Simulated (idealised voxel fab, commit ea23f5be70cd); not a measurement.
The following process module bears the name voxel ribs on slabs.
The width of the displayed cross-section, cut, is 260 nm; its cells are square, with a size of 5 nm.
Throughout this document, each cross-section is represented as a grid of square cells and is presented as a sequence of bands enumerated from the top downward, where a band comprises one or more rows of cells. First you get the band's top height and its bottom height, in nm, and then the materials it's made of, left to right, with each width in nm. If you see a single material with "full width", that one covers the band edge to edge. "blank" is empty space. The level at which height equals 0 is the one under which the wafer, as it arrives, is entirely one material. No lower edge exists for the bottom band, which continues downward and is notated as in "0 and below". With a width like "30..40", each row of cells in the band differs from the next by the same amount, the top row carrying the first number and the bottom row the second. Where the words "nothing got changed" appear for a step, the cross-section shows no cell changed by that step; every cell remained as before. Entry "Closed void table". Content: empty spaces with no open connection to the top, size 8 cells or greater. Each: width x height at distance. Distance: from left edge. Unit: nm. Note: text after step settings on the step line = simulator remark on that step. "overlay nm" on a masked step: distance the mask lay right of its planned place, negative for left.

## Here's what the planned process steps look like
- 1: RECEIVE: material Si
- 2: DIRECTIONAL_DEP: material SiO2, thk nm 30
- 3: DIRECTIONAL_DEP: material polySi, thk nm 15
- 4: DIRECTIONAL_DEP: material aC, thk nm 10
- 5: PATTERN: tone cover, mask id RIB, material resist, width nm 15, thk nm 30, overlay nm 0
- 6: DIRECTIONAL_ETCH: etch materials aC, depth nm 10
- 7: STRIP: etch materials resist
- 8: DIRECTIONAL_ETCH: etch materials polySi, depth nm 10
- 9: STRIP: etch materials aC
- 10: MASKED_ETCH: tone cover, mask id SLAB, width nm 75, etch materials polySi, depth nm 5, overlay nm 0
- 11: FILL_DEP: material SiO2, thk nm 15
- 12: CMP: height nm 55
- 13: DIRECTIONAL_DEP: material W, thk nm 10
- 14: DIRECTIONAL_DEP: material aC, thk nm 15
- 15: PATTERN: tone cover, mask id HEATER, material resist, width nm 25, thk nm 30, overlay nm 0
- 16: DIRECTIONAL_ETCH: etch materials aC, depth nm 15
- 17: STRIP: etch materials resist
- 18: DIRECTIONAL_ETCH: etch materials W, depth nm 10
- 19: STRIP: etch materials aC
- 20: CONFORMAL_DEP: material SiN, thk nm 5

## Step 1 complete: cross-section of the wafer as received
- 0 and below = Si full width
- Closed void table: none

## First of two wafers at the end of the module, shown in cross-section; run carried out as planned
- 70 down to 65 = blank 110  SiN 35  blank 115
- 65 down to 60 = blank 110  SiN 5  W 25  SiN 5  blank 115
- 60 down to 55 = SiN 115  W 25  SiN 120
- 55 down to 45 = SiO2 full width
- 45 down to 35 = SiO2 120  polySi 15  SiO2 125
- 35 down to 30 = SiO2 90  polySi 75  SiO2 95
- 30 down to 0 = SiO2 full width
- 0 and below = Si full width
- Closed void table: none

## Here's the second of our two wafers sectioned at module end. Same start as the first, same plan, but one mistake got made running it
- 70 down to 65 = blank 110  SiN 35  blank 115
- 65 down to 60 = blank 110  SiN 5  W 25  SiN 5  blank 115
- 60 down to 55 = SiN 115  W 25  SiN 120
- 55 down to 45 = SiO2 120..90  polySi 15..75  SiO2 125..95
- 45 down to 30 = polySi full width
- 30 down to 0 = SiO2 full width
- 0 and below = Si full width
- Closed void table: none
Run error: heads up, step 3 of the plan got done twice
Final wafer comparison in cells, second versus first, more or fewer per material: SiO2 -153 | polySi +153
